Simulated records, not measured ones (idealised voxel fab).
Proc. module: voxel self aligned vias
The cross-section shown here is cut; it is 205 nm wide and divided into square cells measuring 5 nm on a side.
Just so we're on the same page, the cross-sections are grids of square cells, and they're listed out in bands top to bottom, each band one or more rows deep.
This entry defines a band. It first specifies the height of the band's top and the height of its bottom in nm, and then specifies the band's materials from left to right, stating each material with its width in nm. The word "everywhere" identifies a single material that fills the band from edge to edge, while the word "blank" identifies empty space.
For the purposes of this specification, 0 denotes the height below which the wafer in its as-received condition is composed wholly of one material, and the lowermost band, lacking a lower limit, extends downward without end, as expressed in "0 nm and below".
With a width like "30->40", each row of cells in the band differs from the next by the same amount, the top row carrying the first number and the bottom row the second.
Basically "no modifications" means that step didn't change any cell in the cross-section.
"Enclosed void listing" specifies each empty space that is not open to the top and that occupies no fewer than 8 cells, using the form width x height at distance, the distance measured from the left edge and all three quantities in nm.
That trailing text on a step's line, after the settings, is the simulator's own remark on the step.
overlay nm: right-of-plan distance of the mask on a masked step; negative values mean left-of-plan.

Here's what the planned process steps look like
1. RECEIVE | material Si
2. CONFORMAL_DEP | material SiO2 | thk nm 10
3. CONFORMAL_DEP | material SiCN | thk nm 5
4. DIRECTIONAL_DEP | material lowk | thk nm 30
5. PATTERN | tone open | mask id LINES | material resist | width nm 20 | pitch nm 55 | thk nm 15 | overlay nm 0
6. DIRECTIONAL_ETCH | etch materials lowk | depth nm 30
7. STRIP | etch materials resist
8. CONFORMAL_DEP | material TiN | thk nm 5
9. FILL_DEP | material W | thk nm 5
10. CMP | height nm 45
11. SELECTIVE_ETCH | etch materials W Ru TiN | depth nm 10
12. FILL_DEP | material SiN | thk nm 10
13. CMP | height nm 35
14. DIRECTIONAL_DEP | material lowk | thk nm 20
15. DIRECTIONAL_DEP | material aC | thk nm 10
16. PATTERN | tone open | mask id VIAS | material resist | width nm 30 | pitch nm 55 | thk nm 30 | overlay nm 0
17. DIRECTIONAL_ETCH | etch materials aC | depth nm 10
18. STRIP | etch materials resist
19. DIRECTIONAL_ETCH | etch materials lowk | depth nm 20
20. DIRECTIONAL_ETCH | etch materials SiN | depth nm 10
21. STRIP | etch materials aC
22. CONFORMAL_DEP | material TiN | thk nm 5
23. FILL_DEP | material Ru | thk nm 5
24. CMP | height nm 65
25. CONFORMAL_DEP | material SiCN | thk nm 5
The wafers are alike at the start. At step 13, their height nm differs. The plan lists the first wafer's value.

As-received cross-section, first of several wafers, post step 1
  0 nm and below | Si everywhere
  Enclosed void listing: none

First wafer of several, cross-section, module end, after step 25 (last)
  70 nm to 65 nm | SiCN everywhere
  65 nm to 60 nm | Ru everywhere
  60 nm to 55 nm | TiN: 35  Ru: 20  TiN: 35  Ru: 20  TiN: 35  Ru: 20  TiN: 40
  55 nm to 40 nm | lowk: 30  TiN: 5  Ru: 20  TiN: 5  lowk: 25  TiN: 5  Ru: 20  TiN: 5  lowk: 25  TiN: 5  Ru: 20  TiN: 5  lowk: 35
  40 nm to 35 nm | lowk: 30  TiN: 30  lowk: 25  TiN: 30  lowk: 25  TiN: 30  lowk: 35
  35 nm to 20 nm | lowk: 35  TiN: 5  W: 10  TiN: 5  lowk: 35  TiN: 5  W: 10  TiN: 5  lowk: 35  TiN: 5  W: 10  TiN: 5  lowk: 40
  20 nm to 15 nm | lowk: 35  TiN: 20  lowk: 35  TiN: 20  lowk: 35  TiN: 20  lowk: 40
  15 nm to 10 nm | SiCN everywhere
  10 nm to 0 nm | SiO2 everywhere
  0 nm and below | Si everywhere
  Enclosed void listing: none

Final wafer cross-section at module end
  70 nm to 65 nm | SiCN everywhere
  65 nm to 55 nm | lowk: 30  TiN: 5  Ru: 20  TiN: 5  lowk: 25  TiN: 5  Ru: 20  TiN: 5  lowk: 25  TiN: 5  Ru: 20  TiN: 5  lowk: 35
  55 nm to 50 nm | SiN: 30  TiN: 5  Ru: 20  TiN: 5  SiN: 25  TiN: 5  Ru: 20  TiN: 5  SiN: 25  TiN: 5  Ru: 20  TiN: 5  SiN: 35
  50 nm to 45 nm | SiN: 30  TiN: 30  SiN: 25  TiN: 30  SiN: 25  TiN: 30  SiN: 35
  45 nm to 35 nm | lowk: 35  SiN: 20  lowk: 35  SiN: 20  lowk: 35  SiN: 20  lowk: 40
  35 nm to 20 nm | lowk: 35  TiN: 5  W: 10  TiN: 5  lowk: 35  TiN: 5  W: 10  TiN: 5  lowk: 35  TiN: 5  W: 10  TiN: 5  lowk: 40
  20 nm to 15 nm | lowk: 35  TiN: 20  lowk: 35  TiN: 20  lowk: 35  TiN: 20  lowk: 40
  15 nm to 10 nm | SiCN everywhere
  10 nm to 0 nm | SiO2 everywhere
  0 nm and below | Si everywhere
  Enclosed void listing: none

Below is a per-wafer table. In it, each row describes the wafer at the end of the module by giving, for each material, the number of cells gained (+) or lost (-) since the wafer was received, and after that the closed voids of the wafer
height nm 35; +89 Ru; +82 SiCN; +82 SiO2; +95 TiN; +18 W; +208 lowk; Enclosed void listing: none
height nm 40; +54 Ru; +82 SiCN; +82 SiO2; +101 TiN; +18 W; +237 lowk; Enclosed void listing: none
height nm 45; +48 Ru; +82 SiCN; +82 SiO2; +78 TiN; +18 W; +266 lowk; Enclosed void listing: none
height nm 50; +42 Ru; +82 SiCN; +35 SiN; +82 SiO2; +72 TiN; +18 W; +243 lowk; Enclosed void listing: none
height nm 55; +36 Ru; +82 SiCN; +70 SiN; +82 SiO2; +66 TiN; +18 W; +220 lowk; Enclosed void listing: none
